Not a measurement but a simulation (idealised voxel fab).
The document below concerns the process module designated voxel self aligned contacts.
Square cell edge 5 nm, section width 200 nm, ID cut.
Bands, listed from the top down, are how a cross-section gets written in this document; the cross-section itself is a grid of square cells, and a band is one or more rows of them.
For a band, the entry starts with two heights in nm, that of the top and then that of the bottom, and carries on with the band's materials in order from left to right, each alongside its width in nm; the word "throughout" beside a single material means it fills the band edge to edge, and "blank" means empty space.
Basically, 0 is our baseline, since under it the wafer straight out of the box is all one material. The bottom band has no lower end and keeps on going down, so it looks like "top 0, no bottom".
The two numbers in a width such as "30->40" mark its ends across the band: the first belongs to the top row of cells, the second to the bottom row, and from each row to the next the width moves by the same amount.
For the purposes of this document, the phrase "no modification" attached to a step denotes that no cell within the cross-section was modified by that step.
Closed empty spaces (no open way to the top) of 8 cells or more are what "Enclosed internal voids" lists, each as width x height at distance from the left edge, nm for all three.
Note: text after step settings on the step line = simulator remark on that step.
"overlay nm", when on a step's line for a step with a mask, measures how far to the right of its planned place the mask lay; a negative measure means to the left.
-- Intended process steps
- 1: RECEIVE [material Si]
- 2: OXIDIZE [depth nm 5]
- 3: DIRECTIONAL_DEP [material polySi] [thk nm 25]
- 4: DIRECTIONAL_DEP [material SiN] [thk nm 20]
- 5: DIRECTIONAL_DEP [material aC] [thk nm 10]
- 6: PATTERN [tone cover] [mask id GATE] [material resist] [width nm 30] [pitch nm 65] [thk nm 30] [overlay nm 0]
- 7: DIRECTIONAL_ETCH [etch materials aC] [depth nm 10]
- 8: STRIP [etch materials resist]
- 9: DIRECTIONAL_ETCH [etch materials SiN] [depth nm 20]
- 10: DIRECTIONAL_ETCH [etch materials polySi] [depth nm 25]
- 11: STRIP [etch materials aC]
- 12: CONFORMAL_DEP [material SiN] [thk nm 10]
- 13: DIRECTIONAL_ETCH [etch materials SiN] [depth nm 10]
- 14: FILL_DEP [material SiO2] [thk nm 15]
- 15: CMP [height nm 55]
- 16: DIRECTIONAL_DEP [material aC] [thk nm 15]
- 17: PATTERN [tone open] [mask id CONTACT] [material resist] [width nm 45] [thk nm 30] [overlay nm 0]
- 18: DIRECTIONAL_ETCH [etch materials aC] [depth nm 15]
- 19: STRIP [etch materials resist]
- 20: DIRECTIONAL_ETCH [etch materials SiO2] [depth nm 60]
- 21: STRIP [etch materials aC]
- 22: CONFORMAL_DEP [material TiN] [thk nm 5]
- 23: FILL_DEP [material Ru] [thk nm 5]
- 24: CMP [height nm 55]
- 25: CONFORMAL_DEP [material SiCN] [thk nm 5]
-- Here's what the wafer looked like in cross-section when it arrived - that's after step 1
* top 0, no bottom = Si throughout
* Enclosed internal voids: none
-- Cross-section, first of two wafers, end of module, run as planned
* top 60, bottom 55 = SiCN throughout
* top 55, bottom 45 = 75 of SiO2; 5->20 of TiN; 35->5 of Ru; 5->20 of TiN; 80 of SiO2
* top 45, bottom 25 = 40 of SiO2; 50 of SiN; 5 of TiN; 5 of Ru; 5 of TiN; 50 of SiN; 45 of SiO2
* top 25, bottom 0 = 40 of SiO2; 10 of SiN; 30 of polySi; 10 of SiN; 5 of TiN; 5 of Ru; 5 of TiN; 10 of SiN; 30 of polySi; 10 of SiN; 45 of SiO2
* top 0, bottom -5 = 90 of SiO2; 15 of TiN; 95 of SiO2
* top -5, no bottom = Si throughout
* Enclosed internal voids: none
-- End of module, second wafer, cross-section. Started like the first, planned like the first, run with one mistake
* top 60, bottom 55 = SiCN throughout
* top 55, bottom 45 = 75 of SiO2; 5->20 of TiN; 40->5 of Ru; 5->25 of TiN; 75 of SiO2
* top 45, bottom 25 = 40 of SiO2; 50 of SiN; 5 of TiN; 5 of Ru; 5 of TiN; 50 of SiN; 45 of SiO2
* top 25, bottom 0 = 40 of SiO2; 10 of SiN; 30 of polySi; 10 of SiN; 5 of TiN; 5 of Ru; 5 of TiN; 10 of SiN; 30 of polySi; 10 of SiN; 45 of SiO2
* top 0, bottom -5 = 90 of SiO2; 15 of TiN; 95 of SiO2
* top -5, no bottom = Si throughout
* Enclosed internal voids: none
Processing error: planned and actual differ for step 17; actual: PATTERN [tone open] [mask id CONTACT] [material resist] [width nm 50] [thk nm 30] [overlay nm 0]
Cell-count delta at end, second wafer over first, by material: Ru +1, SiO2 -2, TiN +1
